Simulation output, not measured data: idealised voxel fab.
process module | voxel ribs on slabs
cross-section cut | 290 nm wide | cells 5 nm
A cross-section is a grid of square cells, given in bands from the top down. A band is one or more rows of cells.
Each band's line starts with the height of the band's top and of its bottom, in nm. Then come its materials from left to right, each with its width in nm. One material with "throughout" fills the band from edge to edge. "air" is empty space.
Height 0 is the level under which the wafer as received is all one material. The lowest band goes on downwards, as in "0 down".
A width such as "30 to 40" changes by the same amount from each row of cells to the next, from the band's top row to its bottom row.
"no change" after a step means that no cell of the cross-section changed.
closed voids: empty space of 8 cells or more with no open way to the top, each as width x height at its distance from the left edge, in nm
after a step's settings: what the simulator itself notes on the step
overlay nm, on a step with a mask: how far to the right of its planned place the mask lay; to the left if negative
plan
1 op RECEIVE | material Si
2 op DIRECTIONAL_DEP | material SiO2 | thk nm 20
3 op DIRECTIONAL_DEP | material SiN | thk nm 15
4 op PATTERN | tone cover | mask id RIB | material resist | width nm 30 | thk nm 20 | overlay nm 0
5 op DIRECTIONAL_ETCH | etch materials SiN | depth nm 10
6 op STRIP | etch materials resist
7 op PATTERN | tone cover | mask id SLAB | material resist | width nm 60 | thk nm 20 | overlay nm 0
8 op DIRECTIONAL_ETCH | etch materials SiN | depth nm 5
9 op STRIP | etch materials resist
10 op FILL_DEP | material SiO2 | thk nm 25
11 op CMP | height nm 55
12 op DIRECTIONAL_DEP | material TiN | thk nm 5
13 op DIRECTIONAL_DEP | material aC | thk nm 15
14 op PATTERN | tone cover | mask id HEATER | material resist | width nm 40 | thk nm 30 | overlay nm 0
15 op DIRECTIONAL_ETCH | etch materials aC | depth nm 15
16 op STRIP | etch materials resist
17 op DIRECTIONAL_ETCH | etch materials TiN | depth nm 5
18 op STRIP | etch materials aC
19 op CONFORMAL_DEP | material SiN | thk nm 5
as received, after step 1
  0 down: Si throughout
  closed voids: none
a wafer at the end: this start, this plan, one mistake
  65 to 60: air 120 | SiN 50 | air 120
  60 to 55: SiN 125 | TiN 40 | SiN 125
  55 to 15: SiO2 throughout
  15 to 0: SiN throughout
  0 down: Si throughout
  closed voids: none
what went wrong: steps 2 and 3 were swapped
